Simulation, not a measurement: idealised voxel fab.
Process module, titled voxel transistor to metal
We display cut, a cross-section 280 nm in width whose square cells are each 5 nm.
In what follows, cross-sections appear as grids of square cells, described through bands that run from the top down, where every band is one or more rows of cells. Read a band's entry like this: the first values are the height of its top and the height of its bottom in nm, and what follows is the sequence of materials from left to right, each with its width in nm. Note that "blank" is empty space, and that a single material marked "edge to edge" reaches across the band from edge to edge. Zero point of the height axis is 0; under it, received wafer = one material. Lowest band: continues down indefinitely, "0 nm and below". The notation "30 to 40" denotes a width that varies across the rows of cells in the band, beginning at the first number in the top row, finishing at the second number in the bottom row, and changing by an identical amount from each row to the next. Given "same as before" for a step, no cell of the cross-section differs between before and after that step. The label "Entrapped voids" introduces a list of the empty spaces, 8 cells or larger, that have no open way up to the top; each entry in it reads width x height at distance, where the distance is taken from the left edge and all three are stated in nm. Whatever follows a step's settings on its line is a remark the simulator itself makes about that step. overlay nm: right-of-plan distance of the mask on a masked step; negative values mean left-of-plan.
Steps planned for the process
1) RECEIVE | material Si
2) OXIDIZE | depth nm 5
3) CONFORMAL_DEP | material SiN | thk nm 15
4) MASKED_ETCH | tone cover | mask id ACTIVE | width nm 105 | pitch nm 135 | etch materials SiN | depth nm 15 | overlay nm 0
5) MASKED_ETCH | tone cover | mask id ACTIVE | width nm 105 | pitch nm 135 | etch materials SiO2 | depth nm 5 | overlay nm 0
6) MASKED_ETCH | tone cover | mask id ACTIVE | width nm 105 | pitch nm 135 | etch materials Si | depth nm 20 | overlay nm 0
7) OXIDIZE | depth nm 5
8) FILL_DEP | material SiO2 | thk nm 15
9) CMP | height nm 15
10) SELECTIVE_ETCH | etch materials SiO2 | depth nm 15
11) STRIP | etch materials SiN
12) SELECTIVE_ETCH | etch materials SiO2 | depth nm 5
13) OXIDIZE | depth nm 5
14) DIRECTIONAL_DEP | material polySi | thk nm 20
15) DIRECTIONAL_DEP | material SiCN | thk nm 15
16) PATTERN | tone cover | mask id GATE | material resist | width nm 25 | pitch nm 135 | thk nm 15 | overlay nm 0
17) DIRECTIONAL_ETCH | etch materials SiCN | depth nm 25
18) DIRECTIONAL_ETCH | etch materials polySi | depth nm 30
19) STRIP | etch materials resist
20) CONFORMAL_DEP | material SiO2 | thk nm 5
21) DIRECTIONAL_ETCH | etch materials SiO2 | depth nm 5
22) CONFORMAL_DEP | material SiN | thk nm 5
23) DIRECTIONAL_ETCH | etch materials SiN | depth nm 5
24) DIRECTIONAL_ETCH | etch materials SiO2 | depth nm 5
25) DIRECTIONAL_ETCH | etch materials Si | depth nm 5
26) EPI | material nSi | thk nm 10
27) FILL_DEP | material SiO2 | thk nm 10
28) CMP | height nm 15
29) STRIP | etch materials polySi
30) SELECTIVE_ETCH | etch materials SiO2 | depth nm 5
31) CONFORMAL_DEP | material HfO2 | thk nm 5
32) CONFORMAL_DEP | material TiN | thk nm 5
33) FILL_DEP | material W | thk nm 5
34) CMP | height nm 10
35) DIRECTIONAL_DEP | material SiO2 | thk nm 10
36) DIRECTIONAL_DEP | material aC | thk nm 10
37) PATTERN | tone open | mask id CONTACT | material resist | width nm 20 | thk nm 30 | overlay nm 0
38) DIRECTIONAL_ETCH | etch materials aC | depth nm 10
39) STRIP | etch materials resist
40) DIRECTIONAL_ETCH | etch materials SiO2 | depth nm 25
41) STRIP | etch materials aC
42) CONFORMAL_DEP | material TiN | thk nm 5
43) FILL_DEP | material W | thk nm 10
44) CMP | height nm 20
45) DIRECTIONAL_DEP | material TiN | thk nm 5
46) DIRECTIONAL_DEP | material Ru | thk nm 20
47) PATTERN | tone cover | mask id METAL_1 | material resist | width nm 20 | thk nm 20 | overlay nm 0
48) DIRECTIONAL_ETCH | etch materials Ru | depth nm 20
49) DIRECTIONAL_ETCH | etch materials TiN | depth nm 5
50) STRIP | etch materials resist
51) CONFORMAL_DEP | material SiCN | thk nm 5
52) FILL_DEP | material lowk | thk nm 10
53) CMP | height nm 45
54) CONFORMAL_DEP | material SiCN | thk nm 5
55) DIRECTIONAL_DEP | material lowk | thk nm 30
56) PATTERN | tone open | mask id METAL_2 | material resist | width nm 20 | pitch nm 135 | thk nm 15 | overlay nm 0
57) DIRECTIONAL_ETCH | etch materials lowk | depth nm 20
58) STRIP | etch materials resist
59) PATTERN | tone open | mask id METAL_2_HOLES | material resist | width nm 15 | pitch nm 135 | thk nm 15 | overlay nm 0
60) DIRECTIONAL_ETCH | etch materials lowk | depth nm 10
61) DIRECTIONAL_ETCH | etch materials SiCN | depth nm 5
62) STRIP | etch materials resist
63) CONFORMAL_DEP | material TiN | thk nm 5
64) FILL_DEP | material Ru | thk nm 5
65) CMP | height nm 80
66) CONFORMAL_DEP | material SiN | thk nm 5
As received, after step 1
> 0 nm and below | Si edge to edge
> Entrapped voids: none
Cross-section, end of module. Start: as above. Plan: as above. Execution: one mistake
> 85 nm to 80 nm | SiN edge to edge
> 80 nm to 65 nm | lowk (25), TiN (5), Ru (10), TiN (5), lowk (115), TiN (5), Ru (10), TiN (5), lowk (100)
> 65 nm to 60 nm | lowk (25), TiN (5), Ru (5), TiN (10), lowk (115), TiN (5), Ru (5), TiN (10), lowk (100)
> 60 nm to 50 nm | lowk (25), TiN (5), Ru (5), TiN (5), lowk (120), TiN (5), Ru (5), TiN (5), lowk (105)
> 50 nm to 45 nm | SiCN (25), TiN (15), SiCN (120), TiN (15), SiCN (105)
> 45 nm to 25 nm | lowk (20), SiCN (5), Ru (20), SiCN (5), lowk (45), SiCN (5), Ru (20), SiCN (5), lowk (30), SiCN (5), Ru (20), SiCN (5), lowk (45), SiCN (5), Ru (20), SiCN (5), lowk (20)
> 25 nm to 20 nm | SiCN (25), TiN (20), SiCN (55), TiN (20), SiCN (40), TiN (20), SiCN (55), TiN (20), SiCN (25)
> 20 nm to 10 nm | SiO2 (35), TiN (5), W (10 to 5), TiN (5 to 10), SiO2 (55), TiN (5), W (10), TiN (5), SiO2 (40), TiN (5), W (10 to 5), TiN (5 to 10), SiO2 (55), TiN (5), W (10), TiN (5), SiO2 (15)
> 10 nm to 5 nm | SiO2 (35), TiN (5), W (5), TiN (5), SiN (5), HfO2 (5), TiN (5), W (15), TiN (5), HfO2 (5), SiN (5), SiO2 (15), TiN (5), W (10), TiN (5), SiO2 (40), TiN (5), W (5), TiN (5), SiN (5), HfO2 (5), TiN (5), W (15), TiN (5), HfO2 (5), SiN (5), SiO2 (15), TiN (5), W (10), TiN (5), SiO2 (15)
> 5 nm to 0 nm | SiO2 (35), TiN (15), SiN (5), HfO2 (5), TiN (5), W (15), TiN (5), HfO2 (5), SiN (5), SiO2 (15), TiN (5), W (10), TiN (5), SiO2 (40), TiN (15), SiN (5), HfO2 (5), TiN (5), W (15), TiN (5), HfO2 (5), SiN (5), SiO2 (15), TiN (5), W (10), TiN (5), SiO2 (15)
> 0 nm to -5 nm | SiO2 (35), TiN (5), nSi (10), SiN (5), HfO2 (5), TiN (25), HfO2 (5), SiN (5), nSi (10), SiO2 (5), TiN (20), SiO2 (40), TiN (5), nSi (10), SiN (5), HfO2 (5), TiN (25), HfO2 (5), SiN (5), nSi (10), SiO2 (5), TiN (20), SiO2 (15)
> -5 nm to -10 nm | SiO2 (20), nSi (30), SiO2 (5), HfO2 (35), SiO2 (5), nSi (30), SiO2 (30), nSi (30), SiO2 (5), HfO2 (35), SiO2 (5), nSi (30), SiO2 (20)
> -10 nm to -15 nm | SiO2 (25), nSi (25), Si (45), nSi (25), SiO2 (40), nSi (25), Si (45), nSi (25), SiO2 (25)
> -15 nm to -30 nm | SiO2 (25), Si (95), SiO2 (40), Si (95), SiO2 (25)
> -30 nm and below | Si edge to edge
> Entrapped voids: none
What was the processing mistake? the process deviated at step 37: the operation and settings actually run there were PATTERN | tone open | mask id CONTACT | material resist | width nm 20 | thk nm 30 | overlay nm 10
